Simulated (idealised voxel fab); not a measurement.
process module | voxel self aligned vias
cross-section cut | 265 nm wide | cells 5 nm
A cross-section is a grid of square cells, given in bands from the top down. A band is one or more rows of cells.
Each band's line starts with the height of the band's top and of its bottom, in nm. Then come its materials from left to right, each with its width in nm. One material with "throughout" fills the band from edge to edge. "air" is empty space.
Height 0 is the level under which the wafer as received is all one material. The lowest band goes on downwards, as in "0 down".
A width such as "30 to 40" changes by the same amount from each row of cells to the next, from the band's top row to its bottom row.
"no change" after a step means that no cell of the cross-section changed.
closed voids: empty space of 8 cells or more with no open way to the top, each as width x height at its distance from the left edge, in nm
after a step's settings: what the simulator itself notes on the step
overlay nm, on a step with a mask: how far to the right of its planned place the mask lay; to the left if negative
plan
1 op RECEIVE | material Si
2 op CONFORMAL_DEP | material SiO2 | thk nm 15
3 op CONFORMAL_DEP | material SiCN | thk nm 5
4 op DIRECTIONAL_DEP | material SiO2 | thk nm 25
5 op PATTERN | tone open | mask id LINES | material resist | width nm 30 | pitch nm 70 | thk nm 20 | overlay nm 0
6 op DIRECTIONAL_ETCH | etch materials SiO2 | depth nm 25
7 op STRIP | etch materials resist
8 op CONFORMAL_DEP | material TiN | thk nm 5
9 op FILL_DEP | material Ru | thk nm 5
10 op CMP | height nm 45
11 op SELECTIVE_ETCH | etch materials W Ru TiN | depth nm 10
12 op FILL_DEP | material SiN | thk nm 10
13 op CMP | height nm 45
14 op DIRECTIONAL_DEP | material SiO2 | thk nm 15
15 op DIRECTIONAL_DEP | material aC | thk nm 15
16 op PATTERN | tone open | mask id VIAS | material resist | width nm 30 | pitch nm 70 | thk nm 35 | overlay nm 0
17 op DIRECTIONAL_ETCH | etch materials aC | depth nm 15
18 op STRIP | etch materials resist
19 op DIRECTIONAL_ETCH | etch materials SiO2 | depth nm 15
20 op DIRECTIONAL_ETCH | etch materials SiN | depth nm 10
21 op STRIP | etch materials aC
22 op CONFORMAL_DEP | material TiN | thk nm 5
23 op FILL_DEP | material W | thk nm 10
24 op CMP | height nm 60
25 op CONFORMAL_DEP | material SiCN | thk nm 5
varied across the wafers: width nm of step 16. The plan shows the first wafer's value. All wafers start alike
first wafer as received, after step 1
  0 down: Si throughout
  closed voids: none
first wafer at the end, after step 25
  65 to 60: SiCN throughout
  60 to 40: SiO2 45 | TiN 5 | W 20 | TiN 5 | SiO2 40 | TiN 5 | W 20 | TiN 5 | SiO2 40 | TiN 5 | W 20 | TiN 5 | SiO2 50
  40 to 35: SiO2 45 | TiN 30 | SiO2 40 | TiN 30 | SiO2 40 | TiN 30 | SiO2 50
  35 to 25: SiO2 45 | TiN 5 | Ru 20 | TiN 5 | SiO2 40 | TiN 5 | Ru 20 | TiN 5 | SiO2 40 | TiN 5 | Ru 20 | TiN 5 | SiO2 50
  25 to 20: SiO2 45 | TiN 30 | SiO2 40 | TiN 30 | SiO2 40 | TiN 30 | SiO2 50
  20 to 15: SiCN throughout
  15 to 0: SiO2 throughout
  0 down: Si throughout
  closed voids: none
last wafer at the end
  65 to 60: SiCN throughout
  60 to 50: SiO2 35 | TiN 5 | W 45 | TiN 5 | SiO2 15 | TiN 5 | W 45 | TiN 5 | SiO2 15 | TiN 5 | W 45 | TiN 5 | SiO2 35
  50 to 40: SiO2 35 to 45 | TiN 15 to 5 | W 20 | TiN 20 to 5 | SiO2 15 to 40 | TiN 15 to 5 | W 20 | TiN 20 to 5 | SiO2 15 to 40 | TiN 15 to 5 | W 20 | TiN 20 to 5 | SiO2 35 to 50
  40 to 35: SiO2 45 | TiN 30 | SiO2 40 | TiN 30 | SiO2 40 | TiN 30 | SiO2 50
  35 to 25: SiO2 45 | TiN 5 | Ru 20 | TiN 5 | SiO2 40 | TiN 5 | Ru 20 | TiN 5 | SiO2 40 | TiN 5 | Ru 20 | TiN 5 | SiO2 50
  25 to 20: SiO2 45 | TiN 30 | SiO2 40 | TiN 30 | SiO2 40 | TiN 30 | SiO2 50
  20 to 15: SiCN throughout
  15 to 0: SiO2 throughout
  0 down: Si throughout
  closed voids: none
each wafer at the end: cells of each material gained (+) or lost (-) since it was received, then its closed voids
width nm 30 | +24 Ru | +106 SiCN | +439 SiO2 | +72 TiN | +48 W | closed voids: none
width nm 35 | +24 Ru | +106 SiCN | +430 SiO2 | +75 TiN | +54 W | closed voids: none
width nm 40 | +24 Ru | +106 SiCN | +421 SiO2 | +78 TiN | +60 W | closed voids: none
width nm 45 | +24 Ru | +106 SiCN | +412 SiO2 | +81 TiN | +66 W | closed voids: none
width nm 50 | +24 Ru | +106 SiCN | +403 SiO2 | +84 TiN | +72 W | closed voids: none
width nm 55 | +24 Ru | +106 SiCN | +394 SiO2 | +87 TiN | +78 W | closed voids: none
